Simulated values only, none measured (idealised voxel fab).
Process module in this document: voxel ribs on slabs
Square cell edge 5 nm, section width 295 nm, ID cut.
Cross-section layout: square cells on a grid; listed as bands, top to bottom; a band spans one or more cell rows. The band entry comprises the height of the band's top followed by the height of its bottom, expressed in nm, and subsequently the band's materials from left to right, each stated together with its width in nm. Where a single material is marked with the word "everywhere", that material fills the band from edge to edge. The word "empty" represents empty space. Heights are reckoned from 0. Under this level, the received wafer is all of one material. The bottommost band is open-ended downward, for example "top 0, no bottom". Quick explanation for "30..40": the width changes in equal steps down the rows of cells, from the first number in the band's top row to the second number in its bottom row. Where the words "no alteration" appear for a step, the cross-section shows no cell changed by that step; every cell remained as before. You'll see "Unvented cavities" listing empty spaces that have no way open to the top, as long as they're 8 cells or more; the notation is width x height at distance, where the distance is from the left edge, and all of it is in nm. On a step's line, text after the settings is the simulator commenting on that step. For masked steps, "overlay nm" on the step line gives how far right of plan the mask actually lay; a minus sign means it lay to the left.

## Process steps foreseen in the plan
- 1: RECEIVE,material Si
- 2: DIRECTIONAL_DEP,material SiO2,thk nm 25
- 3: DIRECTIONAL_DEP,material SiN,thk nm 25
- 4: PATTERN,tone cover,mask id RIB,material resist,width nm 25,thk nm 20,overlay nm 0
- 5: DIRECTIONAL_ETCH,etch materials SiN,depth nm 15
- 6: STRIP,etch materials resist
- 7: MASKED_ETCH,tone cover,mask id SLAB,width nm 85,etch materials SiN,depth nm 10,overlay nm 0
- 8: FILL_DEP,material SiO2,thk nm 25
- 9: CMP,height nm 65
- 10: DIRECTIONAL_DEP,material TiN,thk nm 5
- 11: PATTERN,tone cover,mask id HEATER,material resist,width nm 35,thk nm 15,overlay nm 0
- 12: DIRECTIONAL_ETCH,etch materials TiN,depth nm 5
- 13: STRIP,etch materials resist
- 14: CONFORMAL_DEP,material SiN,thk nm 5

## Cross-section, incoming material, after step 1
  top 0, no bottom  Si everywhere
  Unvented cavities: none

## Starting structure and process plan are as shown above, but one mistake was made in running the module; the wafer cross-section at the end of the module follows
  top 75, bottom 70  empty=125; SiN=45; empty=125
  top 70, bottom 65  SiN=130; TiN=35; SiN=130
  top 65, bottom 25  SiO2 everywhere
  top 25, bottom 0  SiN everywhere
  top 0, no bottom  Si everywhere
  Unvented cavities: none
What was done differently from what was planned? deviation from plan: step 3 and step 2 executed in one another's positions
